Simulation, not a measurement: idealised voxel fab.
You're looking at the process module voxel self aligned vias.
Shown is cross-section cut, with a width of 225 nm and square cells of size 5 nm.
Cross-section, as written here: a square-cell grid given band by band from the top down, where a band holds one or more rows of cells. Heads up on the band format: heights come first, top then bottom, in nm. After that it's the materials left to right, each with its width in nm. A single material flagged "everywhere" fills the whole band edge to edge, and "air" means there's empty space there. It should be noted that heights are counted from 0, beneath which the wafer as supplied is of one material throughout, and that the lowest band possesses no lower boundary but continues downward, as written in "0 down". Graded width ("30..40"): value in top row of band = first number; value in bottom row = second number; row-to-row change constant. It should be understood that the words "remained the same", when stated for a given step, signify that the cross-section underwent no change in any of its cells during that step. "Enclosed void inventory": empty spaces of 8 cells or more with no open way to the top, each given as width x height at distance, distance from the left edge, all in nm. On a step's line, text after the settings is the simulator commenting on that step. Among the settings permitted on a step's line is "overlay nm"; applied to a step with a mask, it specifies the extent to which the mask lay to the right of its planned position, whereas a negative figure signifies a position to the left.
## The steps planned for the process are as follows
| 1 | RECEIVE,material Si |
| 2 | CONFORMAL_DEP,material SiO2,thk nm 10 |
| 3 | CONFORMAL_DEP,material SiCN,thk nm 5 |
| 4 | DIRECTIONAL_DEP,material lowk,thk nm 20 |
| 5 | MASKED_ETCH,tone open,mask id LINES,width nm 30,pitch nm 55,etch materials lowk,depth nm 20,overlay nm 0 |
| 6 | CONFORMAL_DEP,material TiN,thk nm 5 |
| 7 | FILL_DEP,material Ru,thk nm 10 |
| 8 | CMP,height nm 35 |
| 9 | SELECTIVE_ETCH,etch materials W Ru TiN,depth nm 5 |
| 10 | FILL_DEP,material SiN,thk nm 5 |
| 11 | CMP,height nm 35 |
| 12 | DIRECTIONAL_DEP,material lowk,thk nm 15 |
| 13 | DIRECTIONAL_DEP,material aC,thk nm 10 |
| 14 | PATTERN,tone open,mask id VIAS,material resist,width nm 40,pitch nm 55,thk nm 30,overlay nm 0 |
| 15 | DIRECTIONAL_ETCH,etch materials aC,depth nm 10 |
| 16 | STRIP,etch materials resist |
| 17 | DIRECTIONAL_ETCH,etch materials lowk,depth nm 15 |
| 18 | DIRECTIONAL_ETCH,etch materials SiN,depth nm 5 |
| 19 | STRIP,etch materials aC |
| 20 | CONFORMAL_DEP,material TiN,thk nm 5 |
| 21 | FILL_DEP,material Ru,thk nm 10 |
| 22 | CMP,height nm 50 |
| 23 | CONFORMAL_DEP,material SiN,thk nm 5 |
## Incoming wafer, cross-sectional view, post step 1
> 0 down = Si everywhere
> Enclosed void inventory: none
## Wafer cross-section at module end: first of two, run to plan
> 55 to 50 = SiN everywhere
> 50 to 40 = lowk 35 nm / TiN 5 nm / Ru 30 nm / TiN 5 nm / lowk 15 nm / TiN 5 nm / Ru 30 nm / TiN 5 nm / lowk 15 nm / TiN 5 nm / Ru 30 nm / TiN 5 nm / lowk 40 nm
> 40 to 35 = lowk 35 nm / TiN 10 nm / Ru 20 nm / TiN 10 nm / lowk 15 nm / TiN 10 nm / Ru 20 nm / TiN 10 nm / lowk 15 nm / TiN 10 nm / Ru 20 nm / TiN 10 nm / lowk 40 nm
> 35 to 30 = lowk 40 nm / TiN 30 nm / lowk 25 nm / TiN 30 nm / lowk 25 nm / TiN 30 nm / lowk 45 nm
> 30 to 20 = lowk 40 nm / TiN 5 nm / Ru 20 nm / TiN 5 nm / lowk 25 nm / TiN 5 nm / Ru 20 nm / TiN 5 nm / lowk 25 nm / TiN 5 nm / Ru 20 nm / TiN 5 nm / lowk 45 nm
> 20 to 15 = lowk 40 nm / TiN 30 nm / lowk 25 nm / TiN 30 nm / lowk 25 nm / TiN 30 nm / lowk 45 nm
> 15 to 10 = SiCN everywhere
> 10 to 0 = SiO2 everywhere
> 0 down = Si everywhere
> Enclosed void inventory: none
## End of module, second wafer, cross-section. Started like the first, planned like the first, run with one mistake
> 55 to 50 = SiN everywhere
> 50 to 40 = lowk 35 nm / TiN 5 nm / Ru 30 nm / TiN 5 nm / lowk 15 nm / TiN 5 nm / Ru 30 nm / TiN 5 nm / lowk 15 nm / TiN 5 nm / Ru 30 nm / TiN 5 nm / lowk 40 nm
> 40 to 35 = lowk 35 nm / TiN 40 nm / lowk 15 nm / TiN 40 nm / lowk 15 nm / TiN 40 nm / lowk 40 nm
> 35 to 30 = SiN 35 nm / TiN 5 nm / lowk 30 nm / TiN 5 nm / SiN 15 nm / TiN 5 nm / lowk 30 nm / TiN 5 nm / SiN 15 nm / TiN 5 nm / lowk 30 nm / TiN 5 nm / SiN 40 nm
> 30 to 20 = Ru 35 nm / TiN 5 nm / lowk 30 nm / TiN 5 nm / Ru 15 nm / TiN 5 nm / lowk 30 nm / TiN 5 nm / Ru 15 nm / TiN 5 nm / lowk 30 nm / TiN 5 nm / Ru 40 nm
> 20 to 15 = TiN 40 nm / lowk 30 nm / TiN 25 nm / lowk 30 nm / TiN 25 nm / lowk 30 nm / TiN 45 nm
> 15 to 10 = SiCN everywhere
> 10 to 0 = SiO2 everywhere
> 0 down = Si everywhere
> Enclosed void inventory: none
It is concluded that the wafer was processed incorrectly with respect to the plan, in that the process deviated at step 5: the operation and settings actually run there were MASKED_ETCH,tone cover,mask id LINES,width nm 30,pitch nm 55,etch materials lowk,depth nm 20,overlay nm 0
Wrapping up, a cell-based count of both wafers puts the second over or under the first for these materials: Ru +6 | SiN +21 | TiN +9 | lowk -36
